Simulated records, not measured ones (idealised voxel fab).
The process module presented herein is designated voxel wiring stack.
We display cut, a cross-section 185 nm in width whose square cells are each 5 nm.
Cross-section = grid of square cells, listed top down in bands; band = one or more rows.
Quick guide to a band line: top height, bottom height (nm) up front; then every material left to right with its width in nm. Only one material and it's marked "throughout"? Then it fills the band edge to edge. And "empty" just means empty space.
Basically, 0 is our baseline, since under it the wafer straight out of the box is all one material. The bottom band has no lower end and keeps on going down, so it looks like "top 0, no bottom".
With a width like "30 to 40", each row of cells in the band differs from the next by the same amount, the top row carrying the first number and the bottom row the second.
The cross-section has no changed cell in any step marked "stayed the same".
Heads up: "Closed-off voids" only lists the empty pockets with no open path to the top that are 8 cells or more, and it writes them as width x height at distance, distance from the left edge, in nm.
On each step's line, the part that comes after the settings is the simulator's own comment on the step.
The optional step-line setting "overlay nm" applies to steps with a mask and quantifies how far to the right of its planned location the mask lay, a negative value indicating leftward placement.

Below is the list of planned process steps:
1,RECEIVE (material Si)
2,CONFORMAL_DEP (material SiO2; thk nm 15)
3,CONFORMAL_DEP (material SiCN; thk nm 5)
4,DIRECTIONAL_DEP (material SiO2; thk nm 20)
5,MASKED_ETCH (tone open; mask id METAL_1; width nm 30; pitch nm 60; etch materials SiO2; depth nm 20; overlay nm 0)
6,MASKED_ETCH (tone open; mask id METAL_1; width nm 30; pitch nm 60; etch materials SiCN; depth nm 5; overlay nm 0)
7,CONFORMAL_DEP (material TiN; thk nm 5)
8,FILL_DEP (material Ru; thk nm 10)
9,CMP (height nm 40)
10,CONFORMAL_DEP (material SiCN; thk nm 5)
11,DIRECTIONAL_DEP (material SiO2; thk nm 25)
12,PATTERN (tone open; mask id METAL_2; material resist; width nm 30; pitch nm 60; thk nm 15; overlay nm 0)
13,DIRECTIONAL_ETCH (etch materials SiO2; depth nm 15)
14,STRIP (etch materials resist)
15,MASKED_ETCH (tone open; mask id METAL_2_HOLES; width nm 15; pitch nm 60; etch materials SiO2; depth nm 10; overlay nm 0)
16,MASKED_ETCH (tone open; mask id METAL_2_HOLES; width nm 15; pitch nm 60; etch materials SiCN; depth nm 5; overlay nm 0)
17,CONFORMAL_DEP (material TiN; thk nm 5)
18,FILL_DEP (material Cu; thk nm 10)
19,CMP (height nm 70)
20,CONFORMAL_DEP (material SiCN; thk nm 5)
21,DIRECTIONAL_DEP (material SiO2; thk nm 35)
22,MASKED_ETCH (tone open; mask id METAL_3_HOLES; width nm 15; pitch nm 120; etch materials SiO2; depth nm 35; overlay nm 0)
23,MASKED_ETCH (tone open; mask id METAL_3; width nm 30; pitch nm 60; etch materials SiO2; depth nm 20; overlay nm 0)
24,MASKED_ETCH (tone open; mask id METAL_3; width nm 30; pitch nm 60; etch materials SiCN; depth nm 5; overlay nm 0)
25,CONFORMAL_DEP (material TiN; thk nm 5)
26,FILL_DEP (material Ru; thk nm 5)
27,CMP (height nm 110)
28,CONFORMAL_DEP (material SiCN; thk nm 5)

On the first of the two wafers: run conducted according to plan:

Cross-section: wafer on arrival = after step 1:
	top 0, no bottom  Si throughout
	Closed-off voids: none

After step 2, in cross-section:
	top 15, bottom 0  SiO2 throughout
	Below 0 it's all the same as before, nothing changed down there.

After step 3, in cross-section:
	top 20, bottom 15  SiCN throughout
	Below 15 it's all the same as before, nothing changed down there.

After step 4, in cross-section:
	top 40, bottom 20  SiO2 throughout
	Below 20 it's all the same as before, nothing changed down there.

After step 5, in cross-section:
	top 40, bottom 20  15 SiO2 / 30 empty / 30 SiO2 / 30 empty / 30 SiO2 / 30 empty / 20 SiO2
	Below 20 it's all the same as before, nothing changed down there.

After step 6, in cross-section:
	top 40, bottom 20  15 SiO2 / 30 empty / 30 SiO2 / 30 empty / 30 SiO2 / 30 empty / 20 SiO2
	top 20, bottom 15  15 SiCN / 30 empty / 30 SiCN / 30 empty / 30 SiCN / 30 empty / 20 SiCN
	Below 15 it's all the same as before, nothing changed down there.

After step 7, in cross-section:
	top 45, bottom 40  20 TiN / 20 empty / 40 TiN / 20 empty / 40 TiN / 20 empty / 25 TiN
	top 40, bottom 20  15 SiO2 / 5 TiN / 20 empty / 5 TiN / 30 SiO2 / 5 TiN / 20 empty / 5 TiN / 30 SiO2 / 5 TiN / 20 empty / 5 TiN / 20 SiO2
	top 20, bottom 15  15 SiCN / 30 TiN / 30 SiCN / 30 TiN / 30 SiCN / 30 TiN / 20 SiCN
	Below 15 it's all the same as before, nothing changed down there.

After step 8, in cross-section:
	top 55, bottom 45  Ru throughout
	top 45, bottom 40  20 TiN / 20 Ru / 40 TiN / 20 Ru / 40 TiN / 20 Ru / 25 TiN
	top 40, bottom 20  15 SiO2 / 5 TiN / 20 Ru / 5 TiN / 30 SiO2 / 5 TiN / 20 Ru / 5 TiN / 30 SiO2 / 5 TiN / 20 Ru / 5 TiN / 20 SiO2
	Below 20 it's all the same as before, nothing changed down there.

After step 9, in cross-section:
	top 40, bottom 20  15 SiO2 / 5 TiN / 20 Ru / 5 TiN / 30 SiO2 / 5 TiN / 20 Ru / 5 TiN / 30 SiO2 / 5 TiN / 20 Ru / 5 TiN / 20 SiO2
	Below 20 it's all the same as before, nothing changed down there.

After step 10, in cross-section:
	top 45, bottom 40  SiCN throughout
	Below 40 it's all the same as before, nothing changed down there.

After step 11, in cross-section:
	top 70, bottom 45  SiO2 throughout
	Below 45 it's all the same as before, nothing changed down there.

After step 12, in cross-section:
	top 85, bottom 70  15 resist / 30 empty / 30 resist / 30 empty / 30 resist / 30 empty / 20 resist
	Below 70 it's all the same as before, nothing changed down there.

After step 13, in cross-section:
	top 85, bottom 70  15 resist / 30 empty / 30 resist / 30 empty / 30 resist / 30 empty / 20 resist
	top 70, bottom 55  15 SiO2 / 30 empty / 30 SiO2 / 30 empty / 30 SiO2 / 30 empty / 20 SiO2
	Below 55 it's all the same as before, nothing changed down there.

After step 14, in cross-section:
	top 70, bottom 55  15 SiO2 / 30 empty / 30 SiO2 / 30 empty / 30 SiO2 / 30 empty / 20 SiO2
	Below 55 it's all the same as before, nothing changed down there.

After step 15, in cross-section:
	top 70, bottom 55  15 SiO2 / 30 empty / 30 SiO2 / 30 empty / 30 SiO2 / 30 empty / 20 SiO2
	top 55, bottom 45  15 SiO2 / 15 empty / 45 SiO2 / 15 empty / 45 SiO2 / 15 empty / 35 SiO2
	Below 45 it's all the same as before, nothing changed down there.

After step 16, in cross-section:
	top 70, bottom 55  15 SiO2 / 30 empty / 30 SiO2 / 30 empty / 30 SiO2 / 30 empty / 20 SiO2
	top 55, bottom 45  15 SiO2 / 15 empty / 45 SiO2 / 15 empty / 45 SiO2 / 15 empty / 35 SiO2
	top 45, bottom 40  15 SiCN / 15 empty / 45 SiCN / 15 empty / 45 SiCN / 15 empty / 35 SiCN
	Below 40 it's all the same as before, nothing changed down there.

After step 17, in cross-section:
	top 75, bottom 70  20 TiN / 20 empty / 40 TiN / 20 empty / 40 TiN / 20 empty / 25 TiN
	top 70, bottom 60  15 SiO2 / 5 TiN / 20 empty / 5 TiN / 30 SiO2 / 5 TiN / 20 empty / 5 TiN / 30 SiO2 / 5 TiN / 20 empty / 5 TiN / 20 SiO2
	top 60, bottom 55  15 SiO2 / 5 TiN / 5 empty / 20 TiN / 30 SiO2 / 5 TiN / 5 empty / 20 TiN / 30 SiO2 / 5 TiN / 5 empty / 20 TiN / 20 SiO2
	top 55, bottom 45  15 SiO2 / 5 TiN / 5 empty / 5 TiN / 45 SiO2 / 5 TiN / 5 empty / 5 TiN / 45 SiO2 / 5 TiN / 5 empty / 5 TiN / 35 SiO2
	top 45, bottom 40  15 SiCN / 15 TiN / 45 SiCN / 15 TiN / 45 SiCN / 15 TiN / 35 SiCN
	Below 40 it's all the same as before, nothing changed down there.

After step 18, in cross-section:
	top 85, bottom 75  Cu throughout
	top 75, bottom 70  20 TiN / 20 Cu / 40 TiN / 20 Cu / 40 TiN / 20 Cu / 25 TiN
	top 70, bottom 60  15 SiO2 / 5 TiN / 20 Cu / 5 TiN / 30 SiO2 / 5 TiN / 20 Cu / 5 TiN / 30 SiO2 / 5 TiN / 20 Cu / 5 TiN / 20 SiO2
	top 60, bottom 55  15 SiO2 / 5 TiN / 5 Cu / 20 TiN / 30 SiO2 / 5 TiN / 5 Cu / 20 TiN / 30 SiO2 / 5 TiN / 5 Cu / 20 TiN / 20 SiO2
	top 55, bottom 45  15 SiO2 / 5 TiN / 5 Cu / 5 TiN / 45 SiO2 / 5 TiN / 5 Cu / 5 TiN / 45 SiO2 / 5 TiN / 5 Cu / 5 TiN / 35 SiO2
	Below 45 it's all the same as before, nothing changed down there.

After step 19, in cross-section:
	top 70, bottom 60  15 SiO2 / 5 TiN / 20 Cu / 5 TiN / 30 SiO2 / 5 TiN / 20 Cu / 5 TiN / 30 SiO2 / 5 TiN / 20 Cu / 5 TiN / 20 SiO2
	Below 60 it's all the same as before, nothing changed down there.

After step 20, in cross-section:
	top 75, bottom 70  SiCN throughout
	Below 70 it's all the same as before, nothing changed down there.

After step 21, in cross-section:
	top 110, bottom 75  SiO2 throughout
	Below 75 it's all the same as before, nothing changed down there.

After step 22, in cross-section:
	top 110, bottom 75  15 SiO2 / 15 empty / 105 SiO2 / 15 empty / 35 SiO2
	Below 75 it's all the same as before, nothing changed down there.

After step 23, in cross-section:
	top 110, bottom 90  15 SiO2 / 30 empty / 30 SiO2 / 30 empty / 30 SiO2 / 30 empty / 20 SiO2
	Below 90 it's all the same as before, nothing changed down there.

After step 24, in cross-section:
	top 110, bottom 90  15 SiO2 / 30 empty / 30 SiO2 / 30 empty / 30 SiO2 / 30 empty / 20 SiO2
	top 90, bottom 75  15 SiO2 / 15 empty / 105 SiO2 / 15 empty / 35 SiO2
	top 75, bottom 70  15 SiCN / 15 empty / 105 SiCN / 15 empty / 35 SiCN
	Below 70 it's all the same as before, nothing changed down there.

After step 25, in cross-section:
	top 115, bottom 110  20 TiN / 20 empty / 40 TiN / 20 empty / 40 TiN / 20 empty / 25 TiN
	top 110, bottom 95  15 SiO2 / 5 TiN / 20 empty / 5 TiN / 30 SiO2 / 5 TiN / 20 empty / 5 TiN / 30 SiO2 / 5 TiN / 20 empty / 5 TiN / 20 SiO2
	top 95, bottom 90  15 SiO2 / 5 TiN / 5 empty / 20 TiN / 30 SiO2 / 30 TiN / 30 SiO2 / 5 TiN / 5 empty / 20 TiN / 20 SiO2
	top 90, bottom 75  15 SiO2 / 5 TiN / 5 empty / 5 TiN / 105 SiO2 / 5 TiN / 5 empty / 5 TiN / 35 SiO2
	top 75, bottom 70  15 SiCN / 15 TiN / 105 SiCN / 15 TiN / 35 SiCN
	Below 70 it's all the same as before, nothing changed down there.

After step 26, in cross-section:
	top 120, bottom 115  Ru throughout
	top 115, bottom 110  20 TiN / 20 Ru / 40 TiN / 20 Ru / 40 TiN / 20 Ru / 25 TiN
	top 110, bottom 95  15 SiO2 / 5 TiN / 20 Ru / 5 TiN / 30 SiO2 / 5 TiN / 20 Ru / 5 TiN / 30 SiO2 / 5 TiN / 20 Ru / 5 TiN / 20 SiO2
	top 95, bottom 90  15 SiO2 / 5 TiN / 5 Ru / 20 TiN / 30 SiO2 / 30 TiN / 30 SiO2 / 5 TiN / 5 Ru / 20 TiN / 20 SiO2
	top 90, bottom 75  15 SiO2 / 5 TiN / 5 Ru / 5 TiN / 105 SiO2 / 5 TiN / 5 Ru / 5 TiN / 35 SiO2
	Below 75 it's all the same as before, nothing changed down there.

After step 27, in cross-section:
	top 110, bottom 95  15 SiO2 / 5 TiN / 20 Ru / 5 TiN / 30 SiO2 / 5 TiN / 20 Ru / 5 TiN / 30 SiO2 / 5 TiN / 20 Ru / 5 TiN / 20 SiO2
	Below 95 it's all the same as before, nothing changed down there.

After step 28, in cross-section:
	top 115, bottom 110  SiCN throughout
	Below 110 it's all the same as before, nothing changed down there.

The Second Wafer: Common Origin and Plan, One Mistake in Execution, Identical to the First Through Step 20:

Second wafer, cut view, end of step 21 per plan:
	top 145, bottom 75  SiO2 throughout
	Below 75 it's all the same as before, nothing changed down there.

Second wafer, cut view, end of step 22 per plan:
	top 145, bottom 110  15 SiO2 / 15 empty / 105 SiO2 / 15 empty / 35 SiO2
	Below 110 it's all the same as before, nothing changed down there.

Second wafer, cut view, end of step 23 per plan:
	top 145, bottom 125  15 SiO2 / 30 empty / 30 SiO2 / 30 empty / 30 SiO2 / 30 empty / 20 SiO2
	top 125, bottom 90  15 SiO2 / 15 empty / 105 SiO2 / 15 empty / 35 SiO2
	Below 90 it's all the same as before, nothing changed down there.

Second wafer, cut view, end of step 24 per plan: stayed the same

Second wafer, cut view, end of step 25 per plan:
	top 150, bottom 145  20 TiN / 20 empty / 40 TiN / 20 empty / 40 TiN / 20 empty / 25 TiN
	top 145, bottom 130  15 SiO2 / 5 TiN / 20 empty / 5 TiN / 30 SiO2 / 5 TiN / 20 empty / 5 TiN / 30 SiO2 / 5 TiN / 20 empty / 5 TiN / 20 SiO2
	top 130, bottom 125  15 SiO2 / 5 TiN / 5 empty / 20 TiN / 30 SiO2 / 30 TiN / 30 SiO2 / 5 TiN / 5 empty / 20 TiN / 20 SiO2
	top 125, bottom 95  15 SiO2 / 5 TiN / 5 empty / 5 TiN / 105 SiO2 / 5 TiN / 5 empty / 5 TiN / 35 SiO2
	top 95, bottom 90  15 SiO2 / 15 TiN / 105 SiO2 / 15 TiN / 35 SiO2
	Below 90 it's all the same as before, nothing changed down there.

Second wafer, cut view, end of step 26 per plan:
	top 155, bottom 150  Ru throughout
	top 150, bottom 145  20 TiN / 20 Ru / 40 TiN / 20 Ru / 40 TiN / 20 Ru / 25 TiN
	top 145, bottom 130  15 SiO2 / 5 TiN / 20 Ru / 5 TiN / 30 SiO2 / 5 TiN / 20 Ru / 5 TiN / 30 SiO2 / 5 TiN / 20 Ru / 5 TiN / 20 SiO2
	top 130, bottom 125  15 SiO2 / 5 TiN / 5 Ru / 20 TiN / 30 SiO2 / 30 TiN / 30 SiO2 / 5 TiN / 5 Ru / 20 TiN / 20 SiO2
	top 125, bottom 95  15 SiO2 / 5 TiN / 5 Ru / 5 TiN / 105 SiO2 / 5 TiN / 5 Ru / 5 TiN / 35 SiO2
	Below 95 it's all the same as before, nothing changed down there.

Second wafer, cut view, end of step 27 per plan:
	top 110, bottom 95  15 SiO2 / 5 TiN / 5 Ru / 5 TiN / 105 SiO2 / 5 TiN / 5 Ru / 5 TiN / 35 SiO2
	Below 95 it's all the same as before, nothing changed down there.

Second wafer, cut view, end of step 28 per plan:
	top 115, bottom 110  SiCN throughout
	Below 110 it's all the same as before, nothing changed down there.
Against the plan, the run slipped here: execution of plan step 21 occurred twice
Looking at both finished wafers in cells, the second ends up ahead of or behind the first on some materials: 38 fewer of Ru | 6 more of SiCN | 66 more of SiO2 | 34 fewer of TiN
